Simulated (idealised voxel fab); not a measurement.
The process module presented herein is designated voxel self aligned contacts.
Section shown: cut. Width: 260 nm. Cell size: 5 nm, square.
In this document a cross-section is written as a grid of square cells. It is given as a series of bands, listed from the top down, and a band is one or more rows of cells. Band: top and bottom heights (nm) first, top before bottom; then materials from left to right, widths in nm. "throughout" marks a sole material filling the band edge to edge. "empty" denotes empty space. For the purposes of this specification, 0 denotes the height below which the wafer in its as-received condition is composed wholly of one material, and the lowermost band, lacking a lower limit, extends downward without end, as expressed in "0 nm and below". Quick explanation for "30 to 40": the width changes in equal steps down the rows of cells, from the first number in the band's top row to the second number in its bottom row. Basically "nothing got changed" means that step didn't change any cell in the cross-section. Empty spaces without an open route to the top, at least 8 cells in extent, make up the entry "Closed void entries"; each is given as width x height at distance, where the distance is measured from the left edge, and all are in nm. If you see something after the settings on a step's line, that's the simulator's own remark about that step. overlay nm: how far to the right of its planned place the mask lay on this masked step (negative: to the left).

The following list gives the planned process steps:
1 RECEIVE (material Si)
2 CONFORMAL_DEP (material SiO2; thk nm 5)
3 DIRECTIONAL_DEP (material polySi; thk nm 25)
4 DIRECTIONAL_DEP (material SiN; thk nm 20)
5 DIRECTIONAL_DEP (material aC; thk nm 10)
6 PATTERN (tone cover; mask id GATE; material resist; width nm 25; pitch nm 70; thk nm 25; overlay nm 0)
7 DIRECTIONAL_ETCH (etch materials aC; depth nm 10)
8 STRIP (etch materials resist)
9 DIRECTIONAL_ETCH (etch materials SiN; depth nm 20)
10 DIRECTIONAL_ETCH (etch materials polySi; depth nm 25)
11 STRIP (etch materials aC)
12 CONFORMAL_DEP (material SiN; thk nm 10)
13 DIRECTIONAL_ETCH (etch materials SiN; depth nm 10)
14 FILL_DEP (material SiO2; thk nm 15)
15 CMP (height nm 55)
16 MASKED_ETCH (tone open; mask id CONTACT; width nm 55; etch materials SiO2; depth nm 55; overlay nm 0)
17 CONFORMAL_DEP (material TiN; thk nm 5)
18 FILL_DEP (material W; thk nm 5)
19 CMP (height nm 55)
20 CONFORMAL_DEP (material SiCN; thk nm 5)

First wafer, two in total, run as planned:

Incoming wafer, cross-sectional view, post step 1:
* 0 nm and below  Si throughout
* Closed void entries: none

So this is the wafer cross-section right after step 2:
* 5 nm to 0 nm  SiO2 throughout
* Under 0: no change, same as before.

So this is the wafer cross-section right after step 3:
* 30 nm to 5 nm  polySi throughout
* Under 5: no change, same as before.

So this is the wafer cross-section right after step 4:
* 50 nm to 30 nm  SiN throughout
* Under 30: no change, same as before.

So this is the wafer cross-section right after step 5:
* 60 nm to 50 nm  aC throughout
* Under 50: no change, same as before.

So this is the wafer cross-section right after step 6:
* 85 nm to 60 nm  empty 80, resist 25, empty 45, resist 25, empty 85
* Under 60: no change, same as before.

So this is the wafer cross-section right after step 7:
* 75 nm to 60 nm  empty 80, resist 25, empty 45, resist 25, empty 85
* 60 nm to 50 nm  empty 80, aC 25, empty 45, aC 25, empty 85
* Under 50: no change, same as before.

So this is the wafer cross-section right after step 8:
* 60 nm to 50 nm  empty 80, aC 25, empty 45, aC 25, empty 85
* Under 50: no change, same as before.

So this is the wafer cross-section right after step 9:
* 60 nm to 50 nm  empty 80, aC 25, empty 45, aC 25, empty 85
* 50 nm to 30 nm  empty 80, SiN 25, empty 45, SiN 25, empty 85
* Under 30: no change, same as before.

So this is the wafer cross-section right after step 10:
* 60 nm to 50 nm  empty 80, aC 25, empty 45, aC 25, empty 85
* 50 nm to 30 nm  empty 80, SiN 25, empty 45, SiN 25, empty 85
* 30 nm to 5 nm  empty 80, polySi 25, empty 45, polySi 25, empty 85
* Under 5: no change, same as before.

So this is the wafer cross-section right after step 11:
* 50 nm to 30 nm  empty 80, SiN 25, empty 45, SiN 25, empty 85
* Under 30: no change, same as before.

So this is the wafer cross-section right after step 12:
* 60 nm to 30 nm  empty 70, SiN 45, empty 25, SiN 45, empty 75
* 30 nm to 15 nm  empty 70, SiN 10, polySi 25, SiN 10, empty 25, SiN 10, polySi 25, SiN 10, empty 75
* 15 nm to 5 nm  SiN 80, polySi 25, SiN 45, polySi 25, SiN 85
* Under 5: no change, same as before.

So this is the wafer cross-section right after step 13:
* 50 nm to 30 nm  empty 70, SiN 45, empty 25, SiN 45, empty 75
* 30 nm to 5 nm  empty 70, SiN 10, polySi 25, SiN 10, empty 25, SiN 10, polySi 25, SiN 10, empty 75
* Under 5: no change, same as before.

So this is the wafer cross-section right after step 14:
* 65 nm to 50 nm  SiO2 throughout
* 50 nm to 30 nm  SiO2 70, SiN 45, SiO2 25, SiN 45, SiO2 75
* 30 nm to 5 nm  SiO2 70, SiN 10, polySi 25, SiN 10, SiO2 25, SiN 10, polySi 25, SiN 10, SiO2 75
* Under 5: no change, same as before.

So this is the wafer cross-section right after step 15:
* 55 nm to 50 nm  SiO2 throughout
* Under 50: no change, same as before.

So this is the wafer cross-section right after step 16:
* 55 nm to 50 nm  SiO2 100, empty 55, SiO2 105
* 50 nm to 30 nm  SiO2 70, SiN 45, empty 25, SiN 45, SiO2 75
* 30 nm to 5 nm  SiO2 70, SiN 10, polySi 25, SiN 10, empty 25, SiN 10, polySi 25, SiN 10, SiO2 75
* 5 nm to 0 nm  SiO2 115, empty 25, SiO2 120
* Under 0: no change, same as before.

So this is the wafer cross-section right after step 17:
* 60 nm to 55 nm  TiN 105, empty 45, TiN 110
* 55 nm to 50 nm  SiO2 100, TiN 20, empty 15, TiN 20, SiO2 105
* 50 nm to 30 nm  SiO2 70, SiN 45, TiN 5, empty 15, TiN 5, SiN 45, SiO2 75
* 30 nm to 5 nm  SiO2 70, SiN 10, polySi 25, SiN 10, TiN 5, empty 15, TiN 5, SiN 10, polySi 25, SiN 10, SiO2 75
* 5 nm to 0 nm  SiO2 115, TiN 25, SiO2 120
* Under 0: no change, same as before.

So this is the wafer cross-section right after step 18:
* 65 nm to 60 nm  W throughout
* 60 nm to 55 nm  TiN 105, W 45, TiN 110
* 55 nm to 50 nm  SiO2 100, TiN 20, W 15, TiN 20, SiO2 105
* 50 nm to 30 nm  SiO2 70, SiN 45, TiN 5, W 15, TiN 5, SiN 45, SiO2 75
* 30 nm to 5 nm  SiO2 70, SiN 10, polySi 25, SiN 10, TiN 5, W 15, TiN 5, SiN 10, polySi 25, SiN 10, SiO2 75
* Under 5: no change, same as before.

So this is the wafer cross-section right after step 19:
* 55 nm to 50 nm  SiO2 100, TiN 20, W 15, TiN 20, SiO2 105
* Under 50: no change, same as before.

So this is the wafer cross-section right after step 20:
* 60 nm to 55 nm  SiCN throughout
* Under 55: no change, same as before.

The second wafer was prepared from the same starting point and under the same plan as the first; its processing contained one mistake, and it remains indistinguishable from the first wafer up to and including step 2:

Cross-section: second wafer, time at which step 3 was scheduled to end:
* 40 nm to 5 nm  polySi throughout
* Under 5: no change, same as before.

Cross-section: second wafer, time at which step 4 was scheduled to end:
* 60 nm to 40 nm  SiN throughout
* Under 40: no change, same as before.

Cross-section: second wafer, time at which step 5 was scheduled to end:
* 70 nm to 60 nm  aC throughout
* Under 60: no change, same as before.

Cross-section: second wafer, time at which step 6 was scheduled to end:
* 95 nm to 70 nm  empty 80, resist 25, empty 45, resist 25, empty 85
* Under 70: no change, same as before.

Cross-section: second wafer, time at which step 7 was scheduled to end:
* 85 nm to 70 nm  empty 80, resist 25, empty 45, resist 25, empty 85
* 70 nm to 60 nm  empty 80, aC 25, empty 45, aC 25, empty 85
* Under 60: no change, same as before.

Cross-section: second wafer, time at which step 8 was scheduled to end:
* 70 nm to 60 nm  empty 80, aC 25, empty 45, aC 25, empty 85
* Under 60: no change, same as before.

Cross-section: second wafer, time at which step 9 was scheduled to end:
* 70 nm to 60 nm  empty 80, aC 25, empty 45, aC 25, empty 85
* 60 nm to 40 nm  empty 80, SiN 25, empty 45, SiN 25, empty 85
* Under 40: no change, same as before.

Cross-section: second wafer, time at which step 10 was scheduled to end:
* 70 nm to 60 nm  empty 80, aC 25, empty 45, aC 25, empty 85
* 60 nm to 40 nm  empty 80, SiN 25, empty 45, SiN 25, empty 85
* 40 nm to 15 nm  empty 80, polySi 25, empty 45, polySi 25, empty 85
* Under 15: no change, same as before.

Cross-section: second wafer, time at which step 11 was scheduled to end:
* 60 nm to 40 nm  empty 80, SiN 25, empty 45, SiN 25, empty 85
* Under 40: no change, same as before.

Cross-section: second wafer, time at which step 12 was scheduled to end:
* 70 nm to 40 nm  empty 70, SiN 45, empty 25, SiN 45, empty 75
* 40 nm to 25 nm  empty 70, SiN 10, polySi 25, SiN 10, empty 25, SiN 10, polySi 25, SiN 10, empty 75
* 25 nm to 15 nm  SiN 80, polySi 25, SiN 45, polySi 25, SiN 85
* Under 15: no change, same as before.

Cross-section: second wafer, time at which step 13 was scheduled to end:
* 60 nm to 40 nm  empty 70, SiN 45, empty 25, SiN 45, empty 75
* 40 nm to 15 nm  empty 70, SiN 10, polySi 25, SiN 10, empty 25, SiN 10, polySi 25, SiN 10, empty 75
* Under 15: no change, same as before.

Cross-section: second wafer, time at which step 14 was scheduled to end:
* 75 nm to 60 nm  SiO2 throughout
* 60 nm to 40 nm  SiO2 70, SiN 45, SiO2 25, SiN 45, SiO2 75
* 40 nm to 15 nm  SiO2 70, SiN 10, polySi 25, SiN 10, SiO2 25, SiN 10, polySi 25, SiN 10, SiO2 75
* Under 15: no change, same as before.

Cross-section: second wafer, time at which step 15 was scheduled to end:
* 55 nm to 40 nm  SiO2 70, SiN 45, SiO2 25, SiN 45, SiO2 75
* Under 40: no change, same as before.

Cross-section: second wafer, time at which step 16 was scheduled to end:
* 55 nm to 40 nm  SiO2 70, SiN 45, empty 25, SiN 45, SiO2 75
* 40 nm to 15 nm  SiO2 70, SiN 10, polySi 25, SiN 10, empty 25, SiN 10, polySi 25, SiN 10, SiO2 75
* Under 15: no change, same as before.

Cross-section: second wafer, time at which step 17 was scheduled to end:
* 60 nm to 55 nm  TiN 120, empty 15, TiN 125
* 55 nm to 40 nm  SiO2 70, SiN 45, TiN 5, empty 15, TiN 5, SiN 45, SiO2 75
* 40 nm to 20 nm  SiO2 70, SiN 10, polySi 25, SiN 10, TiN 5, empty 15, TiN 5, SiN 10, polySi 25, SiN 10, SiO2 75
* 20 nm to 15 nm  SiO2 70, SiN 10, polySi 25, SiN 10, TiN 25, SiN 10, polySi 25, SiN 10, SiO2 75
* Under 15: no change, same as before.

Cross-section: second wafer, time at which step 18 was scheduled to end:
* 65 nm to 60 nm  W throughout
* 60 nm to 55 nm  TiN 120, W 15, TiN 125
* 55 nm to 40 nm  SiO2 70, SiN 45, TiN 5, W 15, TiN 5, SiN 45, SiO2 75
* 40 nm to 20 nm  SiO2 70, SiN 10, polySi 25, SiN 10, TiN 5, W 15, TiN 5, SiN 10, polySi 25, SiN 10, SiO2 75
* Under 20: no change, same as before.

Cross-section: second wafer, time at which step 19 was scheduled to end:
* 55 nm to 40 nm  SiO2 70, SiN 45, TiN 5, W 15, TiN 5, SiN 45, SiO2 75
* Under 40: no change, same as before.

Cross-section: second wafer, time at which step 20 was scheduled to end:
* 60 nm to 55 nm  SiCN throughout
* Under 55: no change, same as before.
Finding, execution versus plan: step 3 ran as: DIRECTIONAL_DEP (material polySi; thk nm 35)
End of process, cell counts, second wafer against first, materials with more or fewer: 18 fewer of SiN, 65 fewer of SiO2, 12 fewer of TiN, 9 fewer of W, 104 more of polySi
